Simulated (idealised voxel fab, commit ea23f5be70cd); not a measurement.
Presented below is a process module, voxel local oxidation.
Square cells of 5 nm make up the cross-section cut, whose width is 175 nm.
This document writes a cross-section as a grid whose cells are square, and gives it as bands, listed from the top down; one or more rows of cells form a band.
Top height, bottom height, nm. Materials left to right, width each, nm. Single material + "throughout" = fills band edge to edge. "air" = empty.
Measure heights from 0. That's the level where, below it, the as-received wafer is all one material. The lowest band is bottomless and extends downward; write it as in "from 0 down".
A two-number width, for instance "30..40", indicates that the width is equal to the first number in the top row of the band and to the second number in the bottom row, and that it changes by a constant amount per row of cells.
"no change" for a step: no cell of the cross-section changed in that step.
Under "Sealed internal cavities" you'll find the enclosed gaps, the ones with no way out to the top, that are 8 cells or bigger; each reads width x height at distance, with distance counted from the left edge, everything in nm.
That trailing text on a step's line, after the settings, is the simulator's own remark on the step.
If you see "overlay nm" on a step's line and that step has a mask, it's telling you how far right of where it was planned the mask ended up; a negative number means it went left instead.

# The steps planned for the process are as follows
1 RECEIVE,material Si
2 OXIDIZE,depth nm 5
3 CONFORMAL_DEP,material SiN,thk nm 15
4 PATTERN,tone cover,mask id ACTIVE,material resist,width nm 105,thk nm 15,overlay nm 0
5 DIRECTIONAL_ETCH,etch materials SiN,depth nm 15
6 STRIP,etch materials resist
7 SELECTIVE_ETCH,etch materials SiO2,depth nm 5
8 OXIDIZE,depth nm 10
9 STRIP,etch materials SiN

# Here's what the wafer looked like in cross-section when it arrived - that's after step 1
from 0 down | Si throughout
Sealed internal cavities: none

# The plan above was carried out on the starting structure above with one mistake, and this cross-section shows the wafer at the end of the module
from 10 to -5 | SiO2 throughout
from -5 down | Si throughout
Sealed internal cavities: none
Finding, execution versus plan: step 3 did not use the planned setting and instead ran as CONFORMAL_DEP,material SiO2,thk nm 15
